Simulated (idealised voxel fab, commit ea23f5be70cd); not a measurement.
process module | voxel transistor to metal
cross-section cut | 275 nm wide | cells 5 nm
A cross-section is a grid of square cells, given in bands from the top down. A band is one or more rows of cells.
Each band's line starts with the height of the band's top and of its bottom, in nm. Then come its materials from left to right, each with its width in nm. One material with "throughout" fills the band from edge to edge. "air" is empty space.
Height 0 is the level under which the wafer as received is all one material. The lowest band goes on downwards, as in "0 down".
A width such as "30 to 40" changes by the same amount from each row of cells to the next, from the band's top row to its bottom row.
"no change" after a step means that no cell of the cross-section changed.
closed voids: empty space of 8 cells or more with no open way to the top, each as width x height at its distance from the left edge, in nm
after a step's settings: what the simulator itself notes on the step
overlay nm, on a step with a mask: how far to the right of its planned place the mask lay; to the left if negative
plan
1 op RECEIVE | material Si
2 op CONFORMAL_DEP | material SiO2 | thk nm 5
3 op CONFORMAL_DEP | material SiN | thk nm 10
4 op DIRECTIONAL_DEP | material aC | thk nm 15
5 op PATTERN | tone cover | mask id ACTIVE | material resist | width nm 85 | pitch nm 110 | thk nm 35 | overlay nm 0
6 op DIRECTIONAL_ETCH | etch materials aC | depth nm 15
7 op STRIP | etch materials resist
8 op DIRECTIONAL_ETCH | etch materials SiN | depth nm 10
9 op DIRECTIONAL_ETCH | etch materials SiO2 | depth nm 5
10 op DIRECTIONAL_ETCH | etch materials Si | depth nm 25
11 op STRIP | etch materials aC
12 op FILL_DEP | material SiO2 | thk nm 5
13 op CMP | height nm 15
14 op SELECTIVE_ETCH | etch materials SiO2 | depth nm 5
15 op STRIP | etch materials SiN
16 op SELECTIVE_ETCH | etch materials SiO2 | depth nm 5
17 op OXIDIZE | depth nm 5
18 op DIRECTIONAL_DEP | material polySi | thk nm 30
19 op DIRECTIONAL_DEP | material SiCN | thk nm 10
20 op MASKED_ETCH | tone cover | mask id GATE | width nm 15 | pitch nm 110 | etch materials SiCN | depth nm 20 | overlay nm 0
21 op MASKED_ETCH | tone cover | mask id GATE | width nm 15 | pitch nm 110 | etch materials polySi | depth nm 40 | overlay nm 0
22 op CONFORMAL_DEP | material SiN | thk nm 10
23 op DIRECTIONAL_ETCH | etch materials SiN | depth nm 10
24 op DIRECTIONAL_ETCH | etch materials SiO2 | depth nm 5
25 op DIRECTIONAL_ETCH | etch materials Si | depth nm 15
26 op EPI | material nSi | thk nm 20
27 op FILL_DEP | material SiO2 | thk nm 10
28 op CMP | height nm 40
29 op DIRECTIONAL_DEP | material SiO2 | thk nm 15
30 op PATTERN | tone open | mask id CONTACT | material resist | width nm 25 | thk nm 20 | overlay nm 0
31 op DIRECTIONAL_ETCH | etch materials SiO2 | depth nm 40
32 op STRIP | etch materials resist
33 op CONFORMAL_DEP | material TiN | thk nm 5
34 op FILL_DEP | material W | thk nm 5
35 op CMP | height nm 55
36 op DIRECTIONAL_DEP | material TiN | thk nm 5
37 op DIRECTIONAL_DEP | material Ru | thk nm 25
38 op MASKED_ETCH | tone cover | mask id METAL_1 | width nm 15 | etch materials Ru | depth nm 25 | overlay nm 0
39 op MASKED_ETCH | tone cover | mask id METAL_1 | width nm 15 | etch materials TiN | depth nm 5 | overlay nm 0
40 op CONFORMAL_DEP | material SiCN | thk nm 5
41 op FILL_DEP | material SiO2 | thk nm 5
42 op CMP | height nm 85
43 op CONFORMAL_DEP | material SiCN | thk nm 5
44 op DIRECTIONAL_DEP | material SiO2 | thk nm 30
45 op DIRECTIONAL_DEP | material aC | thk nm 15
46 op PATTERN | tone open | mask id METAL_2 | material resist | width nm 15 | pitch nm 110 | thk nm 30 | overlay nm 0
47 op DIRECTIONAL_ETCH | etch materials aC | depth nm 15
48 op STRIP | etch materials resist
49 op DIRECTIONAL_ETCH | etch materials SiO2 | depth nm 15
50 op STRIP | etch materials aC
51 op DIRECTIONAL_DEP | material aC | thk nm 15
52 op PATTERN | tone open | mask id METAL_2_HOLES | material resist | width nm 15 | pitch nm 110 | thk nm 35 | overlay nm 0
53 op DIRECTIONAL_ETCH | etch materials aC | depth nm 15
54 op STRIP | etch materials resist
55 op DIRECTIONAL_ETCH | etch materials SiO2 | depth nm 15
56 op DIRECTIONAL_ETCH | etch materials SiCN | depth nm 5
57 op STRIP | etch materials aC
58 op CONFORMAL_DEP | material TiN | thk nm 5
59 op FILL_DEP | material Ru | thk nm 5
60 op CMP | height nm 120
61 op CONFORMAL_DEP | material SiCN | thk nm 5
as received, after step 1
  0 down: Si throughout
  closed voids: none
a wafer at the end: this start, this plan, one mistake
  125 to 120: SiCN throughout
  120 to 90: SiO2 45 | TiN 5 | Ru 5 | TiN 5 | SiO2 95 | TiN 5 | Ru 5 | TiN 5 | SiO2 105
  90 to 85: SiCN 45 | TiN 15 | SiCN 95 | TiN 15 | SiCN 105
  85 to 60: SiO2 40 | SiCN 5 | Ru 15 | SiCN 5 | SiO2 35 | SiCN 5 | Ru 15 | SiCN 5 | SiO2 25 | SiCN 5 | Ru 15 | SiCN 5 | SiO2 35 | SiCN 5 | Ru 15 | SiCN 5 | SiO2 40
  60 to 55: SiCN 45 | TiN 15 | SiCN 45 | TiN 15 | SiCN 35 | TiN 15 | SiCN 45 | TiN 15 | SiCN 45
  55 to 45: SiO2 45 | TiN 5 | W 15 | TiN 5 | SiO2 25 | TiN 5 | W 15 | TiN 5 | SiO2 35 | TiN 5 | W 15 | TiN 5 | SiO2 25 | TiN 5 | W 15 | TiN 5 | SiO2 45
  45 to 40: SiO2 45 | TiN 5 | W 10 | TiN 10 | SiO2 25 | TiN 10 | W 10 | TiN 5 | SiO2 35 | TiN 5 | W 10 | TiN 10 | SiO2 25 | TiN 10 | W 10 | TiN 5 | SiO2 45
  40 to 30: SiO2 45 | TiN 5 | W 10 | TiN 5 | SiN 10 | SiCN 15 | SiN 10 | TiN 5 | W 10 | TiN 5 | SiO2 35 | TiN 5 | W 10 | TiN 5 | SiN 10 | SiCN 15 | SiN 10 | TiN 5 | W 10 | TiN 5 | SiO2 45
  30 to 20: SiO2 45 | TiN 5 | W 10 | TiN 5 | SiN 10 | polySi 15 | SiN 10 | TiN 5 | W 10 | TiN 5 | SiO2 35 | TiN 5 | W 10 | TiN 5 | SiN 10 | polySi 15 | SiN 10 | TiN 5 | W 10 | TiN 5 | SiO2 45
  20 to 15: SiO2 45 | TiN 20 | SiN 10 | polySi 15 | SiN 10 | TiN 20 | SiO2 35 | TiN 20 | SiN 10 | polySi 15 | SiN 10 | TiN 20 | SiO2 45
  15 to 5: SiO2 45 to 40 | nSi 20 to 25 | SiN 10 | polySi 15 | SiN 10 | nSi 20 to 25 | SiO2 35 to 25 | nSi 20 to 25 | SiN 10 | polySi 15 | SiN 10 | nSi 20 to 25 | SiO2 45 to 40
  5 to 0: SiO2 35 | SiN 10 | nSi 20 | SiN 10 | polySi 15 | SiN 10 | nSi 20 | SiN 10 | SiO2 15 | SiN 10 | nSi 20 | SiN 10 | polySi 15 | SiN 10 | nSi 20 | SiN 10 | SiO2 35
  0 to -5: SiO2 35 | SiN 5 | SiO2 5 | nSi 20 | SiO2 35 | nSi 20 | SiO2 5 | SiN 5 | SiO2 15 | SiN 5 | SiO2 5 | nSi 20 | SiO2 35 | nSi 20 | SiO2 5 | SiN 5 | SiO2 35
  -5 to -10: SiO2 45 | nSi 20 | Si 35 | nSi 20 | SiO2 35 | nSi 20 | Si 35 | nSi 20 | SiO2 45
  -10 to -20: SiO2 40 | Si 5 | nSi 20 | Si 35 | nSi 20 | Si 5 | SiO2 25 | Si 5 | nSi 20 | Si 35 | nSi 20 | Si 5 | SiO2 40
  -20 to -25: SiO2 40 | Si 85 | SiO2 25 | Si 85 | SiO2 40
  -25 down: Si throughout
  closed voids: none
what went wrong: step 2 was left out
